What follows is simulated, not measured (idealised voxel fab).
Process module heading - voxel spacer lines
In the cross-section labelled cut, the width is 225 nm and each square cell is 5 nm.
Just so we're on the same page, the cross-sections are grids of square cells, and they're listed out in bands top to bottom, each band one or more rows deep.
Within each band entry, the heights of the top and of the bottom of the band appear first, in that order and in nm; the materials of the band then follow from left to right, each with its corresponding width in nm. The designation "throughout" on a single material indicates that it fills the band from edge to edge; the designation "blank" indicates empty space.
Heights are measured from 0, the level below which the as-received wafer is all one material; the lowest band has no bottom and continues downward, written as in "0 down".
A width such as "30->40" changes by the same amount from each row of cells to the next, from the band's top row to its bottom row.
"no change occurred" -> step changed no cross-section cell.
For the entry "Voids lacking openings", the listed items are empty spaces with no open way to the top whose size is 8 cells or more; each item follows the pattern width x height at distance, where distance is from the left edge and all three are in nm.
If you see something after the settings on a step's line, that's the simulator's own remark about that step.
For masked steps, "overlay nm" on the step line gives how far right of plan the mask actually lay; a minus sign means it lay to the left.
The steps planned for the process are as follows:
1: RECEIVE,material Si
2: CONFORMAL_DEP,material Al2O3,thk nm 10
3: DIRECTIONAL_DEP,material polySi,thk nm 10
4: DIRECTIONAL_DEP,material aC,thk nm 25
5: PATTERN,tone cover,mask id MANDREL,material resist,width nm 25,pitch nm 70,thk nm 30,overlay nm 0
6: DIRECTIONAL_ETCH,etch materials aC,depth nm 25
7: STRIP,etch materials resist
8: CONFORMAL_DEP,material SiO2,thk nm 10
9: DIRECTIONAL_ETCH,etch materials SiO2,depth nm 10
10: STRIP,etch materials aC
11: DIRECTIONAL_ETCH,etch materials polySi,depth nm 10
12: STRIP,etch materials SiO2
Wafer as received: cross-section following step 1:
- 0 down | Si throughout
- Voids lacking openings: none
First wafer at the end, as planned:
- 20 to 10 | blank: 55; polySi: 10; blank: 25; polySi: 10; blank: 25; polySi: 10; blank: 25; polySi: 10; blank: 55
- 10 to 0 | Al2O3 throughout
- 0 down | Si throughout
- Voids lacking openings: none
Presented here is a cross-section of the second of the two wafers as it stood at the end of the module. It was started in the same manner and assigned the same plan as the first wafer; however, one mistake was made in its execution:
- 10 to 0 | blank: 55; polySi: 10; blank: 25; polySi: 10; blank: 25; polySi: 10; blank: 25; polySi: 10; blank: 55
- 0 down | Si throughout
- Voids lacking openings: none
What went wrong in running the wafer? no execution of plan step 2; skipped
End of process, cell counts, second wafer against first, materials with more or fewer: Al2O3 -90
